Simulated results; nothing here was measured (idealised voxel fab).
This is a process module. Its name is voxel ribs on slabs.
This is section cut - it's 250 nm across, gridded in 5 nm square cells.
Square cells in a grid make up a cross-section in this document, and the grid is given as bands, listed from the top down, each one or more rows of cells.
For a band, the entry starts with two heights in nm, that of the top and then that of the bottom, and carries on with the band's materials in order from left to right, each alongside its width in nm; the word "everywhere" beside a single material means it fills the band edge to edge, and "empty" means empty space.
Height is counted from the level 0, under which the received wafer is composed throughout of one material. The lowest of the bands is not closed at the bottom but continues downward, in the notation "0 down".
A two-number width, for instance "30..40", indicates that the width is equal to the first number in the top row of the band and to the second number in the bottom row, and that it changes by a constant amount per row of cells.
"identical to before", as given for a step, is the statement that not any cell of the cross-section underwent a change during that step.
Under "Enclosed void list" you'll find the enclosed gaps, the ones with no way out to the top, that are 8 cells or bigger; each reads width x height at distance, with distance counted from the left edge, everything in nm.
after a step's settings: what the simulator itself notes on the step
When a step includes a mask, the "overlay nm" setting on its line states how far to the right of its planned place that mask lay, and negative values state how far to the left.

INTENDED PROCESS STEPS
1. RECEIVE, material Si
2. DIRECTIONAL_DEP, material SiO2, thk nm 25
3. DIRECTIONAL_DEP, material SiN, thk nm 15
4. MASKED_ETCH, tone cover, mask id RIB, width nm 20, etch materials SiN, depth nm 10, overlay nm 0
5. MASKED_ETCH, tone cover, mask id SLAB, width nm 60, etch materials SiN, depth nm 5, overlay nm 0
6. FILL_DEP, material SiO2, thk nm 20
7. CMP, height nm 50
8. DIRECTIONAL_DEP, material TiN, thk nm 5
9. MASKED_ETCH, tone cover, mask id HEATER, width nm 30, etch materials TiN, depth nm 5, overlay nm 0
10. CONFORMAL_DEP, material SiO2, thk nm 5

CROSS-SECTION, INCOMING MATERIAL, AFTER STEP 1
0 down  Si everywhere
Enclosed void list: none

HERE'S THE CROSS-SECTION OF THE FIRST OF OUR TWO WAFERS AT THE END OF THE MODULE - IT RAN AS PLANNED
60 to 55  105 empty | 40 SiO2 | 105 empty
55 to 50  110 SiO2 | 30 TiN | 110 SiO2
50 to 40  SiO2 everywhere
40 to 30  115 SiO2 | 20 SiN | 115 SiO2
30 to 25  95 SiO2 | 60 SiN | 95 SiO2
25 to 0  SiO2 everywhere
0 down  Si everywhere
Enclosed void list: none

WAFER TWO, END OF MODULE, CROSS-SECTION. SAME START, SAME PLAN AS WAFER ONE. ONE MISTAKE IN THE RUN
60 to 55  105 empty | 40 SiO2 | 105 empty
55 to 50  110 SiO2 | 30 TiN | 110 SiO2
50 to 15  SiO2 everywhere
15 to 0  SiN everywhere
0 down  Si everywhere
Enclosed void list: none
Finding, execution versus plan: so 2 and 3 got swapped relative to the plan, each ran where the other was supposed to
Final wafer comparison in cells, second versus first, more or fewer per material: SiN +130 | SiO2 -130
